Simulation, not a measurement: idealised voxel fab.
Process module in this document: voxel spacer lines
Cross-section cut: width 300 nm, square cells of 5 nm.
Throughout this document, each cross-section is represented as a grid of square cells and is presented as a sequence of bands enumerated from the top downward, where a band comprises one or more rows of cells.
Top, bottom (nm), then materials left to right with widths (nm); lone material tagged "throughout" fills the whole band edge to edge; "blank" = empty space.
Heads up on the height convention: 0 is the point under which the incoming wafer is all one material, and the lowest band has no bottom, it just keeps going down, like "top 0, no bottom".
A two-number width, for instance "30..40", indicates that the width is equal to the first number in the top row of the band and to the second number in the bottom row, and that it changes by a constant amount per row of cells.
"all unchanged" (step): cross-section cells unchanged, all of them.
For the entry "Sealed internal voids", the listed items are empty spaces with no open way to the top whose size is 8 cells or more; each item follows the pattern width x height at distance, where distance is from the left edge and all three are in nm.
On a step's line, text after the settings is the simulator commenting on that step.
"overlay nm", when on a step's line for a step with a mask, measures how far to the right of its planned place the mask lay; a negative measure means to the left.
[Planned process steps]
1: RECEIVE | material Si
2: CONFORMAL_DEP | material Al2O3 | thk nm 10
3: DIRECTIONAL_DEP | material TiN | thk nm 15
4: DIRECTIONAL_DEP | material aC | thk nm 30
5: PATTERN | tone cover | mask id MANDREL | material resist | width nm 20 | pitch nm 60 | thk nm 35 | overlay nm 0
6: DIRECTIONAL_ETCH | etch materials aC | depth nm 30
7: STRIP | etch materials resist
8: CONFORMAL_DEP | material SiO2 | thk nm 10
9: DIRECTIONAL_ETCH | etch materials SiO2 | depth nm 10
10: STRIP | etch materials aC
11: DIRECTIONAL_ETCH | etch materials TiN | depth nm 15
12: STRIP | etch materials SiO2
[Cross-section of the wafer at receipt, which is the condition after step 1]
top 0, no bottom = Si throughout
Sealed internal voids: none
[Result of the module, cross-sectioned: start per above, plan per above, one error in how it was run]
top 15, bottom 10 = 70 nm blank  10 nm TiN  20 nm blank  10 nm TiN  20 nm blank  10 nm TiN  20 nm blank  10 nm TiN  20 nm blank  10 nm TiN  20 nm blank  10 nm TiN  70 nm blank
top 10, bottom 0 = Al2O3 throughout
top 0, no bottom = Si throughout
Sealed internal voids: none
Where did the run depart from the plan? step 3 did not use the planned setting and instead ran as DIRECTIONAL_DEP | material TiN | thk nm 5
